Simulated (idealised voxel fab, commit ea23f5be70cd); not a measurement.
The process module presented herein is designated voxel ribs on slabs.
Square cell edge 5 nm, section width 185 nm, ID cut.
Cross-section spec: square-cell grid; bands listed top down; each band is one or more rows.
Heights first: top, then bottom, in nm. Then materials, left to right, each with a width in nm. "edge to edge" on a single material: fills the band edge to edge. "blank": empty space.
Height 0 is the level under which the wafer as received is all one material. The lowest band goes on downwards, as in "0 -> down".
Per-row width for "30->40": begins at first number (top row of band), ends at second number (bottom row), increment between rows held constant.
A step reported as "changes: none" is a step in which no cell of the cross-section changed.
Look at "Encapsulated voids" for the closed voids: empty spaces with no open path to the top, sized 8 cells or up. Each is width x height at distance, distance from the left edge, all nm.
On each step's line, the part that comes after the settings is the simulator's own comment on the step.
The "overlay nm" setting may appear on a step's line; for a step that uses a mask, it gives how far to the right of its planned position the mask lay, and a negative value indicates the left.

**plan**
step 1: RECEIVE | material Si
step 2: DIRECTIONAL_DEP | material SiO2 | thk nm 30
step 3: DIRECTIONAL_DEP | material polySi | thk nm 20
step 4: MASKED_ETCH | tone cover | mask id RIB | width nm 20 | etch materials polySi | depth nm 5 | overlay nm 0
step 5: DIRECTIONAL_DEP | material aC | thk nm 15
step 6: PATTERN | tone cover | mask id SLAB | material resist | width nm 50 | thk nm 30 | overlay nm 0
step 7: DIRECTIONAL_ETCH | etch materials aC | depth nm 15
step 8: STRIP | etch materials resist
step 9: DIRECTIONAL_ETCH | etch materials polySi | depth nm 15
step 10: STRIP | etch materials aC
step 11: FILL_DEP | material SiO2 | thk nm 20
step 12: CMP | height nm 60
step 13: DIRECTIONAL_DEP | material W | thk nm 5
step 14: MASKED_ETCH | tone cover | mask id HEATER | width nm 30 | etch materials W | depth nm 5 | overlay nm 0
step 15: CONFORMAL_DEP | material SiO2 | thk nm 5

**The cross-section here shows the wafer as received, i.e. in its state after step 1**
  0 -> down = Si edge to edge
  Encapsulated voids: none

**Module complete, cross-section. Starting point and plan per above. One mistake made in running the module**
  70 -> 65 = 70 blank  40 SiO2  75 blank
  65 -> 60 = 75 SiO2  30 W  80 SiO2
  60 -> 20 = SiO2 edge to edge
  20 -> 0 = polySi edge to edge
  0 -> down = Si edge to edge
  Encapsulated voids: none
Here's what went sideways: steps 2 and 3 of the plan were run in the wrong order, each in the other's place
